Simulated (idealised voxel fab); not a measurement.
process module | voxel self aligned vias
cross-section cut | 290 nm wide | cells 5 nm
A cross-section is a grid of square cells, given in bands from the top down. A band is one or more rows of cells.
Each band's line starts with the height of the band's top and of its bottom, in nm. Then come its materials from left to right, each with its width in nm. One material with "throughout" fills the band from edge to edge. "air" is empty space.
Height 0 is the level under which the wafer as received is all one material. The lowest band goes on downwards, as in "0 down".
A width such as "30 to 40" changes by the same amount from each row of cells to the next, from the band's top row to its bottom row.
"no change" after a step means that no cell of the cross-section changed.
closed voids: empty space of 8 cells or more with no open way to the top, each as width x height at its distance from the left edge, in nm
after a step's settings: what the simulator itself notes on the step
overlay nm, on a step with a mask: how far to the right of its planned place the mask lay; to the left if negative
plan
1 op RECEIVE | material Si
2 op CONFORMAL_DEP | material SiO2 | thk nm 15
3 op CONFORMAL_DEP | material SiCN | thk nm 5
4 op DIRECTIONAL_DEP | material SiO2 | thk nm 20
5 op MASKED_ETCH | tone open | mask id LINES | width nm 30 | pitch nm 65 | etch materials SiO2 | depth nm 20 | overlay nm 0
6 op CONFORMAL_DEP | material TiN | thk nm 5
7 op FILL_DEP | material Ru | thk nm 10
8 op CMP | height nm 40
9 op SELECTIVE_ETCH | etch materials W Ru TiN | depth nm 5
10 op FILL_DEP | material SiN | thk nm 10
11 op CMP | height nm 40
12 op DIRECTIONAL_DEP | material SiO2 | thk nm 15
13 op DIRECTIONAL_DEP | material aC | thk nm 10
14 op PATTERN | tone open | mask id VIAS | material resist | width nm 40 | pitch nm 130 | thk nm 30 | overlay nm 0
15 op DIRECTIONAL_ETCH | etch materials aC | depth nm 10
16 op STRIP | etch materials resist
17 op DIRECTIONAL_ETCH | etch materials SiO2 | depth nm 15
18 op DIRECTIONAL_ETCH | etch materials SiN | depth nm 5
19 op STRIP | etch materials aC
20 op CONFORMAL_DEP | material TiN | thk nm 5
21 op FILL_DEP | material W | thk nm 10
22 op CMP | height nm 45
23 op CONFORMAL_DEP | material SiCN | thk nm 5
varied across the wafers: height nm of step 22. The plan shows the first wafer's value. All wafers start alike
first wafer as received, after step 1
  0 down: Si throughout
  closed voids: none
first wafer at the end, after step 23
  50 to 45: SiCN throughout
  45 to 40: SiO2 60 | TiN 10 | W 20 | TiN 10 | SiO2 90 | TiN 10 | W 20 | TiN 10 | SiO2 60
  40 to 35: SiO2 65 | TiN 30 | SiO2 35 | SiN 30 | SiO2 35 | TiN 30 | SiO2 65
  35 to 25: SiO2 65 | TiN 5 | Ru 20 | TiN 5 | SiO2 35 | TiN 5 | Ru 20 | TiN 5 | SiO2 35 | TiN 5 | Ru 20 | TiN 5 | SiO2 65
  25 to 20: SiO2 65 | TiN 30 | SiO2 35 | TiN 30 | SiO2 35 | TiN 30 | SiO2 65
  20 to 15: SiCN throughout
  15 to 0: SiO2 throughout
  0 down: Si throughout
  closed voids: none
last wafer at the end
  75 to 70: SiCN throughout
  70 to 60: W throughout
  60 to 55: TiN 65 | W 30 | TiN 100 | W 30 | TiN 65
  55 to 45: SiO2 60 | TiN 5 | W 30 | TiN 5 | SiO2 90 | TiN 5 | W 30 | TiN 5 | SiO2 60
  45 to 40: SiO2 60 | TiN 10 | W 20 | TiN 10 | SiO2 90 | TiN 10 | W 20 | TiN 10 | SiO2 60
  40 to 35: SiO2 65 | TiN 30 | SiO2 35 | SiN 30 | SiO2 35 | TiN 30 | SiO2 65
  35 to 25: SiO2 65 | TiN 5 | Ru 20 | TiN 5 | SiO2 35 | TiN 5 | Ru 20 | TiN 5 | SiO2 35 | TiN 5 | Ru 20 | TiN 5 | SiO2 65
  25 to 20: SiO2 65 | TiN 30 | SiO2 35 | TiN 30 | SiO2 35 | TiN 30 | SiO2 65
  20 to 15: SiCN throughout
  15 to 0: SiO2 throughout
  0 down: Si throughout
  closed voids: none
each wafer at the end: cells of each material gained (+) or lost (-) since it was received, then its closed voids
height nm 45 | +24 Ru | +116 SiCN | +6 SiN | +376 SiO2 | +50 TiN | +8 W | closed voids: none
height nm 50 | +24 Ru | +116 SiCN | +6 SiN | +418 SiO2 | +54 TiN | +20 W | closed voids: none
height nm 55 | +24 Ru | +116 SiCN | +6 SiN | +460 SiO2 | +58 TiN | +32 W | closed voids: none
height nm 60 | +24 Ru | +116 SiCN | +6 SiN | +460 SiO2 | +104 TiN | +44 W | closed voids: none
height nm 65 | +24 Ru | +116 SiCN | +6 SiN | +460 SiO2 | +104 TiN | +102 W | closed voids: none
height nm 70 | +24 Ru | +116 SiCN | +6 SiN | +460 SiO2 | +104 TiN | +160 W | closed voids: none
